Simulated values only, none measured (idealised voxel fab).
This section sets out a process module, namely voxel transistor to metal.
It is cross-section cut that appears here, measuring 150 nm in width, its square cells being 5 nm in size.
Reading order for cross-sections: top band down to bottom band. Underlying form: a grid of square cells. Band size: one or more rows of cells.
It is stipulated that each band's entry specify, in nanometres, the height of the top of the band and then that of its bottom, followed by the materials of the band in left-to-right sequence, each together with its width in nanometres. A single material marked by the word "full width" is understood to fill the band from edge to edge; the word "empty" is understood to denote empty space.
Height datum 0, below which the as-received substrate wafer is one material. Lowest band open at the bottom, running downward: "0 -> down".
So if you see something like "30->40" for the width, read it as the top row of the band sitting at the first number and the bottom row at the second, with every row in between moving by the same amount as the last.
"stayed the same" after a step means that no cell of the cross-section changed.
Look at "Closed internal cavities" for the closed voids: empty spaces with no open path to the top, sized 8 cells or up. Each is width x height at distance, distance from the left edge, all nm.
On each step's line, the part that comes after the settings is the simulator's own comment on the step.
If you see "overlay nm" on a step's line and that step has a mask, it's telling you how far right of where it was planned the mask ended up; a negative number means it went left instead.
These are the steps we planned for the process:
1. RECEIVE [material Si]
2. OXIDIZE [depth nm 5]
3. CONFORMAL_DEP [material SiN] [thk nm 10]
4. MASKED_ETCH [tone cover] [mask id ACTIVE] [width nm 115] [etch materials SiN] [depth nm 10] [overlay nm 0]
5. MASKED_ETCH [tone cover] [mask id ACTIVE] [width nm 115] [etch materials SiO2] [depth nm 5] [overlay nm 0]
6. MASKED_ETCH [tone cover] [mask id ACTIVE] [width nm 115] [etch materials Si] [depth nm 20] [overlay nm 0]
7. FILL_DEP [material SiO2] [thk nm 15]
8. CMP [height nm 10]
9. SELECTIVE_ETCH [etch materials SiO2] [depth nm 5]
10. STRIP [etch materials SiN]
11. SELECTIVE_ETCH [etch materials SiO2] [depth nm 5]
12. OXIDIZE [depth nm 5]
13. DIRECTIONAL_DEP [material polySi] [thk nm 30]
14. DIRECTIONAL_DEP [material SiCN] [thk nm 15]
15. MASKED_ETCH [tone cover] [mask id GATE] [width nm 35] [etch materials SiCN] [depth nm 25] [overlay nm 0]
16. MASKED_ETCH [tone cover] [mask id GATE] [width nm 35] [etch materials polySi] [depth nm 40] [overlay nm 0]
17. CONFORMAL_DEP [material SiN] [thk nm 5]
18. DIRECTIONAL_ETCH [etch materials SiN] [depth nm 5]
19. DIRECTIONAL_ETCH [etch materials SiO2] [depth nm 5]
20. DIRECTIONAL_ETCH [etch materials Si] [depth nm 5]
21. EPI [material nSi] [thk nm 5]
22. FILL_DEP [material SiO2] [thk nm 10]
23. CMP [height nm 25]
24. STRIP [etch materials polySi]
25. SELECTIVE_ETCH [etch materials SiO2] [depth nm 5]
26. CONFORMAL_DEP [material HfO2] [thk nm 5]
27. CONFORMAL_DEP [material TiN] [thk nm 5]
28. FILL_DEP [material W] [thk nm 5]
29. CMP [height nm 20]
30. DIRECTIONAL_DEP [material SiO2] [thk nm 15]
31. DIRECTIONAL_DEP [material aC] [thk nm 15]
32. PATTERN [tone open] [mask id CONTACT] [material resist] [width nm 15] [pitch nm 80] [thk nm 30] [overlay nm -10]
33. DIRECTIONAL_ETCH [etch materials aC] [depth nm 15]
34. STRIP [etch materials resist]
35. DIRECTIONAL_ETCH [etch materials SiO2] [depth nm 45]
36. STRIP [etch materials aC]
37. CONFORMAL_DEP [material TiN] [thk nm 5]
38. FILL_DEP [material W] [thk nm 10]
39. CMP [height nm 35]
40. DIRECTIONAL_DEP [material TiN] [thk nm 5]
41. DIRECTIONAL_DEP [material Ru] [thk nm 25]
42. PATTERN [tone cover] [mask id METAL_1] [material resist] [width nm 15] [pitch nm 80] [thk nm 15] [overlay nm 0]
43. DIRECTIONAL_ETCH [etch materials Ru] [depth nm 25]
44. DIRECTIONAL_ETCH [etch materials TiN] [depth nm 5]
45. STRIP [etch materials resist]
46. FILL_DEP [material lowk] [thk nm 10]
47. CMP [height nm 65]
48. CONFORMAL_DEP [material SiN] [thk nm 5]
Split variable: overlay nm, step 32. Plan value = first wafer. Wafers start alike.
Received wafers, first of several: cross-section after step 1:
> 0 -> down | Si full width
> Closed internal cavities: none
Note: the following table is arranged by wafer, a row apiece. Each row reports the end-of-module state: per material, cells gained (+) or cells lost (-) compared with the wafer as received; closed voids follow:
overlay nm -10, +19 HfO2, +30 Ru, -95 Si, +42 SiN, +180 SiO2, +57 TiN, +27 W, +144 lowk, +16 nSi, Closed internal cavities: none
overlay nm -5, +19 HfO2, +30 Ru, -95 Si, +42 SiN, +179 SiO2, +57 TiN, +28 W, +144 lowk, +16 nSi, Closed internal cavities: none
overlay nm 0, +19 HfO2, +30 Ru, -95 Si, +42 SiN, +179 SiO2, +57 TiN, +28 W, +144 lowk, +16 nSi, Closed internal cavities: none
overlay nm 5, +19 HfO2, +30 Ru, -95 Si, +42 SiN, +179 SiO2, +57 TiN, +28 W, +144 lowk, +16 nSi, Closed internal cavities: none
overlay nm 10, +19 HfO2, +30 Ru, -95 Si, +42 SiN, +180 SiO2, +57 TiN, +27 W, +144 lowk, +16 nSi, Closed internal cavities: none
overlay nm 15, +19 HfO2, +30 Ru, -95 Si, +42 SiN, +188 SiO2, +56 TiN, +20 W, +144 lowk, +16 nSi, Closed internal cavities: none
